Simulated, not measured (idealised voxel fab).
Presented below is a process module, voxel capacitor over wiring.
The figure presents cross-section cut, which has a width of 205 nm and is divided into square cells with an edge length of 5 nm.
We lay out every cross-section as a grid of square cells and spell it out in bands from the top down, where one band means one or more rows of cells.
It is stipulated that each band's entry specify, in nanometres, the height of the top of the band and then that of its bottom, followed by the materials of the band in left-to-right sequence, each together with its width in nanometres. A single material marked by the word "edge to edge" is understood to fill the band from edge to edge; the word "air" is understood to denote empty space.
Basically, 0 is our baseline, since under it the wafer straight out of the box is all one material. The bottom band has no lower end and keeps on going down, so it looks like "0 nm and below".
So if you see something like "30->40" for the width, read it as the top row of the band sitting at the first number and the bottom row at the second, with every row in between moving by the same amount as the last.
The cross-section has no changed cell in any step marked "changes: none".
"Enclosed cavity list" lists enclosed empty spaces (at least 8 cells, no open path upward to the top), each as width x height at distance from the left edge, in nm.
after a step's settings: what the simulator itself notes on the step
Each step line may optionally specify "overlay nm", which for a step with a mask gives the rightward distance between the mask's planned place and where it lay, a negative value indicating the leftward direction.
Steps planned for the process
1) RECEIVE [material Si]
2) CONFORMAL_DEP [material SiO2] [thk nm 10]
3) CONFORMAL_DEP [material SiCN] [thk nm 5]
4) DIRECTIONAL_DEP [material lowk] [thk nm 25]
5) MASKED_ETCH [tone open] [mask id METAL_1] [width nm 25] [pitch nm 90] [etch materials lowk] [depth nm 25] [overlay nm 0]
6) MASKED_ETCH [tone open] [mask id METAL_1] [width nm 15] [pitch nm 90] [etch materials SiCN] [depth nm 5] [overlay nm 0]
7) CONFORMAL_DEP [material TiN] [thk nm 5]
8) FILL_DEP [material Cu] [thk nm 5]
9) CMP [height nm 40]
10) CONFORMAL_DEP [material SiCN] [thk nm 5]
11) DIRECTIONAL_DEP [material lowk] [thk nm 10]
12) MASKED_ETCH [tone open] [mask id PLUG_1] [width nm 15] [etch materials lowk] [depth nm 10] [overlay nm 0]
13) MASKED_ETCH [tone open] [mask id PLUG_1] [width nm 15] [etch materials SiCN] [depth nm 5] [overlay nm 0]
14) CONFORMAL_DEP [material TiN] [thk nm 5]
15) FILL_DEP [material Ru] [thk nm 5]
16) CMP [height nm 55]
17) DIRECTIONAL_DEP [material TiN] [thk nm 10]
18) DIRECTIONAL_DEP [material SiN] [thk nm 5]
19) DIRECTIONAL_DEP [material TiN] [thk nm 10]
20) PATTERN [tone cover] [mask id UPPER_PLATE] [material resist] [width nm 70] [thk nm 15] [overlay nm 0]
21) DIRECTIONAL_ETCH [etch materials TiN] [depth nm 10]
22) DIRECTIONAL_ETCH [etch materials SiN] [depth nm 5]
23) STRIP [etch materials resist]
24) PATTERN [tone cover] [mask id LOWER_PLATE] [material resist] [width nm 80] [thk nm 20] [overlay nm 0]
25) DIRECTIONAL_ETCH [etch materials TiN] [depth nm 10]
26) STRIP [etch materials resist]
27) FILL_DEP [material SiO2] [thk nm 20]
28) CMP [height nm 95]
29) PATTERN [tone open] [mask id PLUG_2] [material resist] [width nm 15] [thk nm 20] [overlay nm 0]
30) DIRECTIONAL_ETCH [etch materials SiO2] [depth nm 15]
31) STRIP [etch materials resist]
32) CONFORMAL_DEP [material TiN] [thk nm 5]
33) FILL_DEP [material Ru] [thk nm 10]
34) CMP [height nm 95]
35) CONFORMAL_DEP [material SiN] [thk nm 5]
For clarity, it should be stated that the wafers under discussion commence in an identical condition and differ with respect to the width nm of step 6, the plan indicating the value that the first wafer had.
Step 1 complete: as-received cross-section of the first of several wafers
  0 nm and below  Si edge to edge
  Enclosed cavity list: none
Each row below is a wafer at the end of the module, listing for every material the number of cells it has gained (+) or lost (-) since it was received, followed by its closed voids
width nm 15, +26 Cu, +4 Ru, +73 SiCN, +55 SiN, +327 SiO2, +104 TiN, +231 lowk, Enclosed cavity list: none
width nm 20, +28 Cu, +4 Ru, +71 SiCN, +55 SiN, +327 SiO2, +104 TiN, +231 lowk, Enclosed cavity list: none
width nm 25, +30 Cu, +4 Ru, +69 SiCN, +55 SiN, +327 SiO2, +104 TiN, +231 lowk, Enclosed cavity list: none
width nm 30, +30 Cu, +4 Ru, +69 SiCN, +55 SiN, +327 SiO2, +104 TiN, +231 lowk, Enclosed cavity list: none
width nm 35, +30 Cu, +4 Ru, +69 SiCN, +55 SiN, +327 SiO2, +104 TiN, +231 lowk, Enclosed cavity list: none
width nm 40, +30 Cu, +4 Ru, +69 SiCN, +55 SiN, +327 SiO2, +104 TiN, +231 lowk, Enclosed cavity list: none
